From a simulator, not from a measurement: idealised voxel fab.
Process module, titled voxel air gaps
Square cells of 5 nm make up the cross-section cut, whose width is 185 nm.
A cross-section is written here as square cells arranged in a grid, and it is given in bands from the top down, each band taking up one or more rows of cells.
Read a band's entry like this: the first values are the height of its top and the height of its bottom in nm, and what follows is the sequence of materials from left to right, each with its width in nm. Note that "blank" is empty space, and that a single material marked "full width" reaches across the band from edge to edge.
Heights are expressed relative to 0, this being the level below which the as-received wafer comprises one material exclusively. The lowest band is unbounded in the downward direction and is denoted as in "0..down".
You'd read "30 to 40" like this: the band's top row of cells is as wide as the first number, its bottom row is as wide as the second, and going down, every row changes width by the same amount as the row before did.
Given "all unchanged" for a step, no cell of the cross-section differs between before and after that step.
Entry "Unvented internal voids" = empty spaces >= 8 cells with no open way to the top; each as width x height at distance, distance from left edge, all nm.
Where a step's line continues beyond its settings, the continuation is a remark by the simulator itself on that step.
"overlay nm", when on a step's line for a step with a mask, measures how far to the right of its planned place the mask lay; a negative measure means to the left.

Set out below are the planned steps of the process:
1 RECEIVE with material Si
2 CONFORMAL_DEP with material SiO2, thk nm 10
3 CONFORMAL_DEP with material SiN, thk nm 5
4 DIRECTIONAL_DEP with material lowk, thk nm 30
5 PATTERN with tone open, mask id LINES, material resist, width nm 20, pitch nm 45, thk nm 15, overlay nm 0
6 DIRECTIONAL_ETCH with etch materials lowk, depth nm 30
7 STRIP with etch materials resist
8 CONFORMAL_DEP with material TiN, thk nm 5
9 FILL_DEP with material W, thk nm 10
10 CMP with height nm 45
11 EPI with material Ru, thk nm 10
12 SELECTIVE_ETCH with etch materials lowk, depth nm 40
13 CONFORMAL_DEP with material SiN, thk nm 5

Cross-section of the wafer at receipt, which is the condition after step 1:
	0..down: Si full width
	Unvented internal voids: none

A wafer at the end: this start, this plan, one mistake:
	60..55: blank 25 nm  SiN 135 nm  blank 25 nm
	55..45: blank 25 nm  SiN 5 nm  Ru 35 nm  SiN 10 nm  Ru 35 nm  SiN 10 nm  Ru 35 nm  SiN 5 nm  blank 25 nm
	45..40: blank 25 nm  SiN 15 nm  TiN 5 nm  W 5 nm  TiN 5 nm  SiN 30 nm  TiN 5 nm  W 5 nm  TiN 5 nm  SiN 30 nm  TiN 5 nm  W 5 nm  TiN 5 nm  SiN 15 nm  blank 25 nm
	40..20: blank 35 nm  SiN 5 nm  TiN 5 nm  W 5 nm  TiN 5 nm  SiN 5 nm  blank 20 nm  SiN 5 nm  TiN 5 nm  W 5 nm  TiN 5 nm  SiN 5 nm  blank 20 nm  SiN 5 nm  TiN 5 nm  W 5 nm  TiN 5 nm  SiN 5 nm  blank 35 nm
	20..15: SiN 40 nm  TiN 15 nm  SiN 30 nm  TiN 15 nm  SiN 30 nm  TiN 15 nm  SiN 40 nm
	15..10: SiN full width
	10..0: SiO2 full width
	0..down: Si full width
	Unvented internal voids: 20 x 20 at 60; 20 x 20 at 105
Plan not followed: it should be noted that step 5 was executed with settings other than those planned, the operation and settings actually applied being PATTERN with tone open, mask id LINES, material resist, width nm 15, pitch nm 45, thk nm 15, overlay nm 0
